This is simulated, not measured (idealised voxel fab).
Documented hereafter: the process module known as voxel transistor to metal.
Cross-sectional view cut (width: 185 nm; square cell size: 5 nm).
Each cross-section below is a grid of square cells, stated as bands in top-down order, with one or more rows of cells making up each band.
Heights first: top, then bottom, in nm. Then materials, left to right, each with a width in nm. "all across" on a single material: fills the band edge to edge. "blank": empty space.
Heads up on the height convention: 0 is the point under which the incoming wafer is all one material, and the lowest band has no bottom, it just keeps going down, like "0..down".
Think of "30 to 40" as a width that walks from the first number to the second as you go down the band, top row to bottom row, taking equal-sized steps from row to row.
Any step labelled "no alterations made" changed none of the cells in the cross-section.
Look at "Voids, enclosed" for the closed voids: empty spaces with no open path to the top, sized 8 cells or up. Each is width x height at distance, distance from the left edge, all nm.
If you see something after the settings on a step's line, that's the simulator's own remark about that step.
overlay nm: step with mask; distance mask lay right of planned place; negative value = left of planned place.

-- This section lists the process steps that were planned
1) RECEIVE,material Si
2) CONFORMAL_DEP,material SiO2,thk nm 5
3) CONFORMAL_DEP,material SiN,thk nm 10
4) DIRECTIONAL_DEP,material aC,thk nm 10
5) PATTERN,tone cover,mask id ACTIVE,material resist,width nm 125,thk nm 30,overlay nm 0
6) DIRECTIONAL_ETCH,etch materials aC,depth nm 10
7) STRIP,etch materials resist
8) DIRECTIONAL_ETCH,etch materials SiN,depth nm 10
9) DIRECTIONAL_ETCH,etch materials SiO2,depth nm 5
10) DIRECTIONAL_ETCH,etch materials Si,depth nm 20
11) STRIP,etch materials aC
12) FILL_DEP,material SiO2,thk nm 10
13) CMP,height nm 15
14) SELECTIVE_ETCH,etch materials SiO2,depth nm 5
15) STRIP,etch materials SiN
16) SELECTIVE_ETCH,etch materials SiO2,depth nm 5
17) OXIDIZE,depth nm 5
18) DIRECTIONAL_DEP,material polySi,thk nm 30
19) DIRECTIONAL_DEP,material SiCN,thk nm 10
20) MASKED_ETCH,tone cover,mask id GATE,width nm 35,etch materials SiCN,depth nm 20,overlay nm 0
21) MASKED_ETCH,tone cover,mask id GATE,width nm 35,etch materials polySi,depth nm 40,overlay nm 0
22) CONFORMAL_DEP,material SiN,thk nm 10
23) DIRECTIONAL_ETCH,etch materials SiN,depth nm 10
24) DIRECTIONAL_ETCH,etch materials SiO2,depth nm 5
25) DIRECTIONAL_ETCH,etch materials Si,depth nm 5
26) EPI,material SiGe,thk nm 5
27) FILL_DEP,material SiO2,thk nm 5
28) CMP,height nm 30
29) STRIP,etch materials polySi
30) SELECTIVE_ETCH,etch materials SiO2,depth nm 5
31) CONFORMAL_DEP,material HfO2,thk nm 5
32) CONFORMAL_DEP,material TiN,thk nm 5
33) FILL_DEP,material W,thk nm 5
34) CMP,height nm 25
35) DIRECTIONAL_DEP,material SiO2,thk nm 15
36) MASKED_ETCH,tone open,mask id CONTACT,width nm 20,pitch nm 95,etch materials SiO2,depth nm 45,overlay nm 0
37) CONFORMAL_DEP,material TiN,thk nm 5
38) FILL_DEP,material Ru,thk nm 5
39) CMP,height nm 40
40) CONFORMAL_DEP,material SiN,thk nm 5
41) DIRECTIONAL_DEP,material SiO2,thk nm 15
42) PATTERN,tone open,mask id METAL_1,material resist,width nm 20,pitch nm 95,thk nm 15,overlay nm 0
43) DIRECTIONAL_ETCH,etch materials SiO2,depth nm 15
44) DIRECTIONAL_ETCH,etch materials SiN,depth nm 5
45) STRIP,etch materials resist
46) CONFORMAL_DEP,material TiN,thk nm 5
47) FILL_DEP,material Cu,thk nm 10
48) CMP,height nm 60
49) CONFORMAL_DEP,material SiN,thk nm 5

-- Received-state cross-section, reflecting completion of step 1
	0..down | Si all across
	Voids, enclosed: none

-- Cross-section taken at module completion on the first of two wafers; processed per the plan
	65..60 | SiN all across
	60..45 | 35 SiO2 | 5 TiN | 10 Cu | 5 TiN | 75 SiO2 | 5 TiN | 10 Cu | 5 TiN | 35 SiO2
	45..40 | 35 SiN | 20 TiN | 75 SiN | 20 TiN | 35 SiN
	40..25 | 35 SiO2 | 5 TiN | 10 Ru | 5 TiN | 75 SiO2 | 5 TiN | 10 Ru | 5 TiN | 35 SiO2
	25..5 | 35 SiO2 | 5 TiN | 10 Ru | 5 TiN | 10 SiO2 | 10 SiN | 5 HfO2 | 5 TiN | 15 W | 5 TiN | 5 HfO2 | 10 SiN | 10 SiO2 | 5 TiN | 10 Ru | 5 TiN | 35 SiO2
	5..0 | 25 SiO2 | 10 SiN | 10 TiN | 5 Ru | 5 TiN | 10 SiO2 | 10 SiN | 5 HfO2 | 25 TiN | 5 HfO2 | 10 SiN | 10 SiO2 | 5 TiN | 5 Ru | 10 TiN | 10 SiN | 25 SiO2
	0..-5 | 35 SiO2 | 5 SiGe | 15 TiN | 5 SiO2 | 5 SiGe | 5 SiO2 | 45 HfO2 | 5 SiO2 | 5 SiGe | 5 SiO2 | 15 TiN | 5 SiGe | 35 SiO2
	-5..-10 | 30 SiO2 | 5 Si | 30 SiGe | 55 Si | 30 SiGe | 5 Si | 30 SiO2
	-10..-20 | 30 SiO2 | 125 Si | 30 SiO2
	-20..down | Si all across
	Voids, enclosed: none

-- Here is the second of the two wafers cut open at the end of the module - same start, same plan as the first one, but we made one mistake running it
	65..60 | SiN all across
	60..45 | 35 SiO2 | 5 TiN | 10 Cu | 5 TiN | 75 SiO2 | 5 TiN | 10 Cu | 5 TiN | 35 SiO2
	45..40 | 35 SiN | 20 TiN | 75 SiN | 20 TiN | 35 SiN
	40..25 | 35 SiO2 | 5 W | 10 Ru | 5 W | 75 SiO2 | 5 W | 10 Ru | 5 W | 35 SiO2
	25..5 | 35 SiO2 | 5 W | 10 Ru | 5 W | 10 SiO2 | 10 SiN | 5 HfO2 | 5 TiN | 15 W | 5 TiN | 5 HfO2 | 10 SiN | 10 SiO2 | 5 W | 10 Ru | 5 W | 35 SiO2
	5..0 | 25 SiO2 | 10 SiN | 10 W | 5 Ru | 5 W | 10 SiO2 | 10 SiN | 5 HfO2 | 25 TiN | 5 HfO2 | 10 SiN | 10 SiO2 | 5 W | 5 Ru | 10 W | 10 SiN | 25 SiO2
	0..-5 | 35 SiO2 | 5 SiGe | 15 W | 5 SiO2 | 5 SiGe | 5 SiO2 | 45 HfO2 | 5 SiO2 | 5 SiGe | 5 SiO2 | 15 W | 5 SiGe | 35 SiO2
	-5..-10 | 30 SiO2 | 5 Si | 30 SiGe | 55 Si | 30 SiGe | 5 Si | 30 SiO2
	-10..-20 | 30 SiO2 | 125 Si | 30 SiO2
	-20..down | Si all across
	Voids, enclosed: none
Deviation noted in wafer processing: for step 37, the planned setting was not used; the step was instead run as CONFORMAL_DEP,material W,thk nm 5
Final comparison by cell count, materials where the second wafer has more or fewer than the first: TiN -40, W +40
